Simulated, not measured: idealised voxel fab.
Process module name: voxel fin reveal
Shown is cross-section cut, with a width of 215 nm and square cells of size 5 nm.
Cross-section, as written here: a square-cell grid given band by band from the top down, where a band holds one or more rows of cells. Top height, bottom height, nm. Materials left to right, width each, nm. Single material + "all across" = fills band edge to edge. "empty" = empty. Height 0 is the level under which the wafer as received is all one material. The lowest band goes on downwards, as in "from 0 down". The width entry "30..40" should be interpreted row by row: the top row of cells in the band takes the first number, the bottom row takes the second number, and the change between adjacent rows is uniform throughout. Take "no modification" at face value: in the step it is given for, the cross-section changed in none of its cells. So "Sealed internal voids" is basically the list of trapped voids: any empty space of 8 cells or more that can't reach the top through an opening. They're written width x height at distance, the distance being from the left edge, and it's all nm. On a step's line, text after the settings is the simulator commenting on that step. The "overlay nm" setting may appear on a step's line; for a step that uses a mask, it gives how far to the right of its planned position the mask lay, and a negative value indicates the left.

**Below is the list of planned process steps**
| 1 | RECEIVE with material Si |
| 2 | CONFORMAL_DEP with material SiN, thk nm 5 |
| 3 | MASKED_ETCH with tone cover, mask id FINS, width nm 15, pitch nm 40, etch materials SiN, depth nm 5, overlay nm -15 |
| 4 | MASKED_ETCH with tone cover, mask id FINS, width nm 15, pitch nm 40, etch materials Si, depth nm 30, overlay nm 0 |
| 5 | OXIDIZE with depth nm 5 |
| 6 | FILL_DEP with material SiO2, thk nm 10 |
| 7 | CMP with height nm 5 |
| 8 | SELECTIVE_ETCH with etch materials SiO2, depth nm 25 |
| 9 | STRIP with etch materials SiN |
Keep in mind the plan's value for the overlay nm of step 3 comes from the first wafer; the wafers don't share that setting, but they do share the same starting point.

**Sectional view: first of several wafers, as received, after step 1**
> from 0 down = Si all across
> Sealed internal voids: none

**Module end state after final step 9: cross-section of the first of several wafers**
> from 0 to -5 = 50 empty / 5 Si / 35 empty / 5 Si / 35 empty / 5 Si / 80 empty
> from -5 to -20 = 50 empty / 20 Si / 20 empty / 20 Si / 20 empty / 20 Si / 65 empty
> from -20 to -35 = 50 SiO2 / 20 Si / 20 SiO2 / 20 Si / 20 SiO2 / 20 Si / 65 SiO2
> from -35 down = Si all across
> Sealed internal voids: none

**Cross-section, module end, final of several wafers**
> from 0 to -5 = 80 empty / 5 Si / 35 empty / 5 Si / 35 empty / 5 Si / 50 empty
> from -5 to -20 = 65 empty / 20 Si / 20 empty / 20 Si / 20 empty / 20 Si / 50 empty
> from -20 to -35 = 65 SiO2 / 20 Si / 20 SiO2 / 20 Si / 20 SiO2 / 20 Si / 50 SiO2
> from -35 down = Si all across
> Sealed internal voids: none

**So in this table every wafer gets its own row, and what you see is where it stands at the end of the module: for each material, how many cells it picked up (+) or gave up (-) since we received it, and after that its closed voids**
overlay nm -15, -226 Si, +93 SiO2, Sealed internal voids: none
overlay nm -10, -244 Si, +102 SiO2, Sealed internal voids: none
overlay nm -5, -262 Si, +111 SiO2, Sealed internal voids: none
overlay nm 0, -280 Si, +120 SiO2, Sealed internal voids: none
overlay nm 5, -262 Si, +111 SiO2, Sealed internal voids: none
overlay nm 10, -244 Si, +102 SiO2, Sealed internal voids: none
overlay nm 15, -226 Si, +93 SiO2, Sealed internal voids: none
